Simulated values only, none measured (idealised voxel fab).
Documented hereafter: the process module known as voxel capacitor over wiring.
The figure presents cross-section cut, which has a width of 245 nm and is divided into square cells with an edge length of 5 nm.
Cross-section, as written here: a square-cell grid given band by band from the top down, where a band holds one or more rows of cells.
The band entry comprises the height of the band's top followed by the height of its bottom, expressed in nm, and subsequently the band's materials from left to right, each stated together with its width in nm. Where a single material is marked with the word "full width", that material fills the band from edge to edge. The word "blank" represents empty space.
We count height from 0. Below that, the starting wafer is all one material. The lowest band never ends at the bottom but goes on down; see "z 0 and below" for how that is written.
The notation "30 to 40" denotes a width that varies across the rows of cells in the band, beginning at the first number in the top row, finishing at the second number in the bottom row, and changing by an identical amount from each row to the next.
"nothing got changed" after a step means that no cell of the cross-section changed.
The list in "Trapped voids" covers empty spaces of 8 cells or more that cannot reach the top through any open way, and it gives each as width x height at distance; the distance is from the left edge, and width, height and distance are in nm.
Note: text after step settings on the step line = simulator remark on that step.
Each step line may optionally specify "overlay nm", which for a step with a mask gives the rightward distance between the mask's planned place and where it lay, a negative value indicating the leftward direction.

-- The following list gives the planned process steps
1 RECEIVE | material Si
2 CONFORMAL_DEP | material SiO2 | thk nm 15
3 CONFORMAL_DEP | material SiCN | thk nm 5
4 DIRECTIONAL_DEP | material SiO2 | thk nm 25
5 DIRECTIONAL_DEP | material aC | thk nm 15
6 PATTERN | tone open | mask id METAL_1 | material resist | width nm 25 | pitch nm 80 | thk nm 30 | overlay nm 0
7 DIRECTIONAL_ETCH | etch materials aC | depth nm 15
8 STRIP | etch materials resist
9 DIRECTIONAL_ETCH | etch materials SiO2 | depth nm 25
10 DIRECTIONAL_ETCH | etch materials SiCN | depth nm 5
11 STRIP | etch materials aC
12 CONFORMAL_DEP | material TiN | thk nm 5
13 FILL_DEP | material Cu | thk nm 5
14 CMP | height nm 45
15 CONFORMAL_DEP | material SiCN | thk nm 5
16 DIRECTIONAL_DEP | material SiO2 | thk nm 10
17 DIRECTIONAL_DEP | material aC | thk nm 10
18 PATTERN | tone open | mask id PLUG_1 | material resist | width nm 15 | thk nm 25 | overlay nm 0
19 DIRECTIONAL_ETCH | etch materials aC | depth nm 10
20 STRIP | etch materials resist
21 DIRECTIONAL_ETCH | etch materials SiO2 | depth nm 5
22 DIRECTIONAL_ETCH | etch materials SiCN | depth nm 5
23 STRIP | etch materials aC
24 CONFORMAL_DEP | material TiN | thk nm 5
25 FILL_DEP | material Ru | thk nm 5
26 CMP | height nm 60
27 DIRECTIONAL_DEP | material TiN | thk nm 10
28 DIRECTIONAL_DEP | material HfO2 | thk nm 5
29 DIRECTIONAL_DEP | material TiN | thk nm 5
30 DIRECTIONAL_DEP | material aC | thk nm 15
31 PATTERN | tone cover | mask id UPPER_PLATE | material resist | width nm 60 | thk nm 30 | overlay nm 0
32 DIRECTIONAL_ETCH | etch materials aC | depth nm 15
33 STRIP | etch materials resist
34 DIRECTIONAL_ETCH | etch materials TiN | depth nm 5
35 DIRECTIONAL_ETCH | etch materials HfO2 | depth nm 5
36 STRIP | etch materials aC
37 PATTERN | tone cover | mask id LOWER_PLATE | material resist | width nm 70 | thk nm 20 | overlay nm 0
38 DIRECTIONAL_ETCH | etch materials TiN | depth nm 10
39 STRIP | etch materials resist
40 FILL_DEP | material SiO2 | thk nm 20
41 CMP | height nm 95
42 PATTERN | tone open | mask id PLUG_2 | material resist | width nm 15 | thk nm 20 | overlay nm 0
43 DIRECTIONAL_ETCH | etch materials SiO2 | depth nm 15
44 STRIP | etch materials resist
45 CONFORMAL_DEP | material TiN | thk nm 5
46 FILL_DEP | material Ru | thk nm 5
47 CMP | height nm 95
48 CONFORMAL_DEP | material SiCN | thk nm 5
Wafer-to-wafer difference: depth nm, step 21. Common start. Plan = first wafer's value.

-- first wafer as received, after step 1
- z 0 and below = Si full width
- Trapped voids: none

-- The figure below presents a cross-section of the first of several wafers at the conclusion of the module, following its last step, step 48
- z 100 to 95 = SiCN full width
- z 95 to 85 = SiO2=90 / TiN=5 / Ru=5 / TiN=5 / SiO2=140
- z 85 to 75 = SiO2=90 to 80 / TiN=15 to 60 / SiO2=140 to 105
- z 75 to 70 = SiO2=80 / HfO2=60 / SiO2=105
- z 70 to 60 = SiO2=75 / TiN=70 / SiO2=100
- z 60 to 55 = SiO2=80 / TiN=15 / SiO2=150
- z 55 to 50 = SiO2 full width
- z 50 to 45 = SiCN full width
- z 45 to 20 = SiO2=70 / TiN=5 / Cu=15 / TiN=5 / SiO2=55 / TiN=5 / Cu=15 / TiN=5 / SiO2=70
- z 20 to 15 = SiCN=70 / TiN=25 / SiCN=55 / TiN=25 / SiCN=70
- z 15 to 0 = SiO2 full width
- z 0 and below = Si full width
- Trapped voids: none

-- Final wafer of several, shown in cross-section at the end of the module
- z 100 to 95 = SiCN full width
- z 95 to 85 = SiO2=90 / TiN=5 / Ru=5 / TiN=5 / SiO2=140
- z 85 to 75 = SiO2=90 to 80 / TiN=15 to 60 / SiO2=140 to 105
- z 75 to 70 = SiO2=80 / HfO2=60 / SiO2=105
- z 70 to 60 = SiO2=75 / TiN=70 / SiO2=100
- z 60 to 50 = SiO2=80 / TiN=5 / Ru=5 / TiN=5 / SiO2=150
- z 50 to 45 = SiCN=80 / TiN=15 / SiCN=150
- z 45 to 20 = SiO2=70 / TiN=5 / Cu=15 / TiN=5 / SiO2=55 / TiN=5 / Cu=15 / TiN=5 / SiO2=70
- z 20 to 15 = SiCN=70 / TiN=25 / SiCN=55 / TiN=25 / SiCN=70
- z 15 to 0 = SiO2 full width
- z 0 and below = Si full width
- Trapped voids: none

-- Take any row and you have a wafer at the end of the module: how many cells of each material it has gained (+) or lost (-) since it was received, and then its closed voids
depth nm 5, +30 Cu, +12 HfO2, +2 Ru, +137 SiCN, +719 SiO2, +80 TiN, Trapped voids: none
depth nm 10, +30 Cu, +12 HfO2, +4 Ru, +134 SiCN, +716 SiO2, +84 TiN, Trapped voids: none
depth nm 15, +30 Cu, +12 HfO2, +4 Ru, +134 SiCN, +716 SiO2, +84 TiN, Trapped voids: none
depth nm 20, +30 Cu, +12 HfO2, +4 Ru, +134 SiCN, +716 SiO2, +84 TiN, Trapped voids: none
depth nm 25, +30 Cu, +12 HfO2, +4 Ru, +134 SiCN, +716 SiO2, +84 TiN, Trapped voids: none
